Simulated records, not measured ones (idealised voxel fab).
The name of this process module is voxel self aligned contacts.
cross-section cut | 260 nm wide | cells 5 nm
This document writes a cross-section as a grid whose cells are square, and gives it as bands, listed from the top down; one or more rows of cells form a band. Read a band's entry like this: the first values are the height of its top and the height of its bottom in nm, and what follows is the sequence of materials from left to right, each with its width in nm. Note that "air" is empty space, and that a single material marked "throughout" reaches across the band from edge to edge. Below 0: as-received wafer, all one material; heights counted from there. Lowest band: no bottom, goes on down, written "0 -> down". It should be noted that a width expressed as "30..40" varies in equal increments from row to row of cells within the band, taking the value of the first number at the top row and that of the second number at the bottom row. The designation "stayed the same", where it is given for a processing step, indicates that no cell of the cross-section was altered in the course of that step. The entry titled "Fully sealed cavities" provides the empty spaces that have no open way to the top, restricted to those of 8 cells or more. Each is presented as width x height at distance, the distance being measured from the left edge, with all three in nm. Heads up: the bit after the settings on a step's line is the simulator's remark on that step. overlay nm: for a step with a mask, the amount by which the mask lay right of where it was planned; a negative amount means left of it.
**plan**
step 1: RECEIVE,material Si
step 2: OXIDIZE,depth nm 5
step 3: DIRECTIONAL_DEP,material polySi,thk nm 30
step 4: DIRECTIONAL_DEP,material SiN,thk nm 15
step 5: DIRECTIONAL_DEP,material aC,thk nm 10
step 6: PATTERN,tone cover,mask id GATE,material resist,width nm 30,pitch nm 55,thk nm 30,overlay nm 0
step 7: DIRECTIONAL_ETCH,etch materials aC,depth nm 10
step 8: STRIP,etch materials resist
step 9: DIRECTIONAL_ETCH,etch materials SiN,depth nm 15
step 10: DIRECTIONAL_ETCH,etch materials polySi,depth nm 30
step 11: STRIP,etch materials aC
step 12: CONFORMAL_DEP,material SiN,thk nm 5
step 13: DIRECTIONAL_ETCH,etch materials SiN,depth nm 5
step 14: FILL_DEP,material SiO2,thk nm 15
step 15: CMP,height nm 50
step 16: MASKED_ETCH,tone open,mask id CONTACT,width nm 35,etch materials SiO2,depth nm 55,overlay nm 0
step 17: CONFORMAL_DEP,material TiN,thk nm 5
step 18: FILL_DEP,material Ru,thk nm 5
step 19: CMP,height nm 40
step 20: CONFORMAL_DEP,material SiN,thk nm 5
Heads up: all these wafers start the same, and what changes between them is the height nm in step 19. The value you see in the plan is just what the first wafer got.
**Sectional view: first of several wafers, as received, after step 1**
* 0 -> down = Si throughout
* Fully sealed cavities: none
**Take a look at the first of several wafers in cross-section: the module is done, and step 20 was its last step**
* 45 -> 40 = SiN throughout
* 40 -> 30 = SiO2 80 | SiN 40 | TiN 5 | Ru 5 | TiN 5 | SiN 40 | SiO2 85
* 30 -> 0 = SiO2 80 | SiN 5 | polySi 30 | SiN 5 | TiN 5 | Ru 5 | TiN 5 | SiN 5 | polySi 30 | SiN 5 | SiO2 85
* 0 -> -5 = SiO2 120 | TiN 15 | SiO2 125
* -5 -> down = Si throughout
* Fully sealed cavities: none
**Cross-sectional view, end of module, last wafer of several**
* 65 -> 60 = SiN throughout
* 60 -> 55 = Ru throughout
* 55 -> 50 = TiN 115 | Ru 25 | TiN 120
* 50 -> 45 = SiO2 110 | TiN 15 | Ru 5 | TiN 15 | SiO2 115
* 45 -> 30 = SiO2 80 | SiN 40 | TiN 5 | Ru 5 | TiN 5 | SiN 40 | SiO2 85
* 30 -> 0 = SiO2 80 | SiN 5 | polySi 30 | SiN 5 | TiN 5 | Ru 5 | TiN 5 | SiN 5 | polySi 30 | SiN 5 | SiO2 85
* 0 -> -5 = SiO2 120 | TiN 15 | SiO2 125
* -5 -> down = Si throughout
* Fully sealed cavities: none
**Tabulated below, wafer by wafer, are the end-of-module results: for each material, the number of cells gained (+) or lost (-) relative to the as-received state, followed by the closed voids**
height nm 40; +8 Ru; -52 Si; +108 SiN; +313 SiO2; +19 TiN; +72 polySi; Fully sealed cavities: none
height nm 45; +9 Ru; -52 Si; +124 SiN; +346 SiO2; +21 TiN; +72 polySi; Fully sealed cavities: none
height nm 50; +10 Ru; -52 Si; +124 SiN; +391 SiO2; +27 TiN; +72 polySi; Fully sealed cavities: none
height nm 55; +15 Ru; -52 Si; +124 SiN; +391 SiO2; +74 TiN; +72 polySi; Fully sealed cavities: none
height nm 60; +67 Ru; -52 Si; +124 SiN; +391 SiO2; +74 TiN; +72 polySi; Fully sealed cavities: none
